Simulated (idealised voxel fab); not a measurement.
The document below concerns the process module designated voxel double patterning.
Pictured: cross-section cut, 190 nm wide, on a grid of 5 nm square cells.
In what follows, cross-sections appear as grids of square cells, described through bands that run from the top down, where every band is one or more rows of cells.
Within each band entry, the heights of the top and of the bottom of the band appear first, in that order and in nm; the materials of the band then follow from left to right, each with its corresponding width in nm. The designation "all across" on a single material indicates that it fills the band from edge to edge; the designation "air" indicates empty space.
Beneath 0, the wafer as received is one material, and that level is where height counting begins. The lowest band goes on downward without a bottom; it is written like "0 nm and below".
Think of "30..40" as a width that walks from the first number to the second as you go down the band, top row to bottom row, taking equal-sized steps from row to row.
"all unchanged" -> step changed no cross-section cell.
"Fully enclosed voids": empty spaces of 8 cells or more with no open way to the top, each given as width x height at distance, distance from the left edge, all in nm.
On each step's line, the part that comes after the settings is the simulator's own comment on the step.
overlay nm: mask offset rightward from planned place, masked step; negative means leftward offset.

# List of planned process steps
1: RECEIVE [material Si]
2: CONFORMAL_DEP [material SiO2] [thk nm 10]
3: DIRECTIONAL_DEP [material polySi] [thk nm 10]
4: DIRECTIONAL_DEP [material SiCN] [thk nm 10]
5: PATTERN [tone open] [mask id FIRST] [material resist] [width nm 15] [pitch nm 50] [thk nm 20] [overlay nm 0]
6: DIRECTIONAL_ETCH [etch materials SiCN] [depth nm 10]
7: STRIP [etch materials resist]
8: MASKED_ETCH [tone open] [mask id SECOND] [width nm 15] [etch materials SiCN] [depth nm 10] [overlay nm 0]
9: DIRECTIONAL_ETCH [etch materials polySi] [depth nm 10]
10: STRIP [etch materials SiCN]

# As received (post step 1): cross-section
- 0 nm and below = Si all across
- Fully enclosed voids: none

# Starting structure and process plan are as shown above, but one mistake was made in running the module; the wafer cross-section at the end of the module follows
- 20 nm to 10 nm = 60 nm polySi | 15 nm air | 15 nm polySi | 15 nm air | 5 nm polySi | 15 nm air | 65 nm polySi
- 10 nm to 0 nm = SiO2 all across
- 0 nm and below = Si all across
- Fully enclosed voids: none
In executing the process, a mistake was made relative to the plan: contrary to plan, step 8 was performed as MASKED_ETCH [tone open] [mask id SECOND] [width nm 15] [etch materials SiCN] [depth nm 10] [overlay nm 5]
